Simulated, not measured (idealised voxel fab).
A process module follows: voxel air gaps.
It is cross-section cut that appears here, measuring 185 nm in width, its square cells being 5 nm in size.
A cross-section is a grid of square cells, given in bands from the top down. A band is one or more rows of cells. Top height, bottom height, nm. Materials left to right, width each, nm. Single material + "throughout" = fills band edge to edge. "air" = empty. Heights from 0 (as-received wafer is one material below). Bottom band endless downward, as "0..down". The notation "30->40" denotes a width that varies across the rows of cells in the band, beginning at the first number in the top row, finishing at the second number in the bottom row, and changing by an identical amount from each row to the next. For the purposes of this document, the phrase "no alteration" attached to a step denotes that no cell within the cross-section was modified by that step. "Closed void entries" lists enclosed empty spaces (at least 8 cells, no open path upward to the top), each as width x height at distance from the left edge, in nm. Formally, on a step line, whatever follows the settings is a remark that the simulator itself makes on the step. overlay nm: how far to the right of its planned place the mask lay on this masked step (negative: to the left).
Here's what the planned process steps look like
| 1 | RECEIVE | material Si |
| 2 | CONFORMAL_DEP | material SiO2 | thk nm 10 |
| 3 | CONFORMAL_DEP | material SiCN | thk nm 5 |
| 4 | DIRECTIONAL_DEP | material SiO2 | thk nm 30 |
| 5 | PATTERN | tone open | mask id LINES | material resist | width nm 20 | pitch nm 50 | thk nm 20 | overlay nm 0 |
| 6 | DIRECTIONAL_ETCH | etch materials SiO2 | depth nm 30 |
| 7 | STRIP | etch materials resist |
| 8 | CONFORMAL_DEP | material TiN | thk nm 5 |
| 9 | FILL_DEP | material Cu | thk nm 5 |
| 10 | CMP | height nm 45 |
| 11 | EPI | material Ru | thk nm 10 |
| 12 | SELECTIVE_ETCH | etch materials SiO2 | depth nm 40 |
| 13 | CONFORMAL_DEP | material SiCN | thk nm 5 |
Wafer at receipt (post step 1), cross-section
	0..down = Si throughout
	Closed void entries: none
Sectioned view, first of two wafers, at the close of the module, processed as intended in the plan
	60..55 = air=15; SiCN=150; air=20
	55..45 = air=15; SiCN=5; Ru=40; SiCN=10; Ru=40; SiCN=10; Ru=40; SiCN=5; air=20
	45..40 = air=15; SiCN=15; TiN=5; Cu=10; TiN=5; SiCN=30; TiN=5; Cu=10; TiN=5; SiCN=30; TiN=5; Cu=10; TiN=5; SiCN=15; air=20
	40..20 = air=25; SiCN=5; TiN=5; Cu=10; TiN=5; SiCN=5; air=20; SiCN=5; TiN=5; Cu=10; TiN=5; SiCN=5; air=20; SiCN=5; TiN=5; Cu=10; TiN=5; SiCN=5; air=30
	20..15 = SiCN=30; TiN=20; SiCN=30; TiN=20; SiCN=30; TiN=20; SiCN=35
	15..10 = SiCN throughout
	10..0 = SiO2 throughout
	0..down = Si throughout
	Closed void entries: 20 x 20 at 55; 20 x 20 at 105
Cross-section at end of module for the second wafer of two, which matched the first in starting point and plan and differed by one mistake in its processing
	60..55 = air=20; SiCN=45; air=5; SiCN=45; air=5; SiCN=45; air=20
	55..45 = air=20; SiCN=5; Ru=35; SiCN=5; air=5; SiCN=5; Ru=35; SiCN=5; air=5; SiCN=5; Ru=35; SiCN=5; air=20
	45..40 = air=20; SiCN=15; TiN=5; Cu=5; TiN=5; SiCN=15; air=5; SiCN=15; TiN=5; Cu=5; TiN=5; SiCN=15; air=5; SiCN=15; TiN=5; Cu=5; TiN=5; SiCN=15; air=20
	40..20 = air=30; SiCN=5; TiN=5; Cu=5; TiN=5; SiCN=5; air=25; SiCN=5; TiN=5; Cu=5; TiN=5; SiCN=5; air=25; SiCN=5; TiN=5; Cu=5; TiN=5; SiCN=5; air=30
	20..15 = SiCN=35; TiN=15; SiCN=35; TiN=15; SiCN=35; TiN=15; SiCN=35
	15..10 = SiCN throughout
	10..0 = SiO2 throughout
	0..down = Si throughout
	Closed void entries: none
It is concluded that the wafer was processed incorrectly with respect to the plan, in that in deviation from the planned setting, step 5 was conducted as PATTERN | tone open | mask id LINES | material resist | width nm 15 | pitch nm 50 | thk nm 20 | overlay nm 0
Materials where the second wafer ends with more or fewer cells than the first: Cu -15 | Ru -6 | TiN -3
Closed void count at end of process - first wafer: 2; second wafer: 0.
